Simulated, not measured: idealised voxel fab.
You're looking at the process module voxel released beams.
It is cross-section cut that appears here, measuring 260 nm in width, its square cells being 5 nm in size.
The cross-sections in this document take the form of a grid made of square cells. They are written out as bands, in order from top to bottom. Each band consists of one or more rows of cells. Read a band's entry like this: the first values are the height of its top and the height of its bottom in nm, and what follows is the sequence of materials from left to right, each with its width in nm. Note that "air" is empty space, and that a single material marked "everywhere" reaches across the band from edge to edge. For the purposes of this specification, 0 denotes the height below which the wafer in its as-received condition is composed wholly of one material, and the lowermost band, lacking a lower limit, extends downward without end, as expressed in "0 -> down". Read "30 to 40" as a graded width: first number on top, second number at the bottom, same change between each pair of neighbouring rows. Given "identical to before" for a step, no cell of the cross-section differs between before and after that step. Listed in "Enclosed cavity list": every empty space of 8 or more cells without an open way to the top. Form: width x height at distance, the distance being from the left edge, all in nm. If you see something after the settings on a step's line, that's the simulator's own remark about that step. A step line may carry the setting "overlay nm", which, for steps involving a mask, states the distance by which the mask lay to the right of its intended position; negative values denote displacement to the left.

LISTED BELOW ARE THE PROCESS STEPS AS PLANNED
| 1 | RECEIVE,material Si |
| 2 | CONFORMAL_DEP,material SiN,thk nm 5 |
| 3 | DIRECTIONAL_DEP,material SiO2,thk nm 20 |
| 4 | DIRECTIONAL_DEP,material aC,thk nm 15 |
| 5 | PATTERN,tone open,mask id ANCHOR,material resist,width nm 25,thk nm 35,overlay nm -15 |
| 6 | DIRECTIONAL_ETCH,etch materials aC,depth nm 15 |
| 7 | STRIP,etch materials resist |
| 8 | DIRECTIONAL_ETCH,etch materials SiO2,depth nm 20 |
| 9 | STRIP,etch materials aC |
| 10 | CONFORMAL_DEP,material TiN,thk nm 10 |
| 11 | MASKED_ETCH,tone cover,mask id BEAM,width nm 100,etch materials TiN,depth nm 10,overlay nm 0 |
| 12 | STRIP,etch materials SiO2 |
Across this set of wafers, the varied parameter is the overlay nm of step 5. Starting conditions are identical for every wafer, and the plan reports the value assigned to the first wafer.

CROSS-SECTION OF THE FIRST OF SEVERAL WAFERS AS RECEIVED (AFTER STEP 1)
  0 -> down: Si everywhere
  Enclosed cavity list: none

FIRST OF SEVERAL WAFERS IN CROSS-SECTION AT MODULE END, FOLLOWING THE FINAL STEP, STEP 12
  35 -> 25: air 80 nm, then TiN 95 nm, then air 85 nm
  25 -> 15: air 65 nm, then TiN 10 nm, then air 5 nm, then TiN 10 nm, then air 170 nm
  15 -> 5: air 65 nm, then TiN 25 nm, then air 170 nm
  5 -> 0: SiN everywhere
  0 -> down: Si everywhere
  Enclosed cavity list: none

CROSS-SECTION AT MODULE COMPLETION, LAST WAFER
  35 -> 25: air 75 nm, then TiN 30 nm, then air 5 nm, then TiN 65 nm, then air 85 nm
  25 -> 15: air 95 nm, then TiN 10 nm, then air 5 nm, then TiN 10 nm, then air 140 nm
  15 -> 5: air 95 nm, then TiN 25 nm, then air 140 nm
  5 -> 0: SiN everywhere
  0 -> down: Si everywhere
  Enclosed cavity list: none

BASICALLY EACH WAFER GETS A LINE IN THE TABLE, SHOWING IT AT THE END OF THE MODULE: MATERIAL BY MATERIAL, THE CELLS IT GAINED (+) OR LOST (-) SINCE WE GOT IT, THEN ITS CLOSED VOIDS
overlay nm -15, +52 SiN, +56 TiN, Enclosed cavity list: none
overlay nm -10, +52 SiN, +56 TiN, Enclosed cavity list: none
overlay nm -5, +52 SiN, +56 TiN, Enclosed cavity list: none
overlay nm 0, +52 SiN, +56 TiN, Enclosed cavity list: none
overlay nm 5, +52 SiN, +56 TiN, Enclosed cavity list: none
overlay nm 10, +52 SiN, +56 TiN, Enclosed cavity list: none
overlay nm 15, +52 SiN, +56 TiN, Enclosed cavity list: none
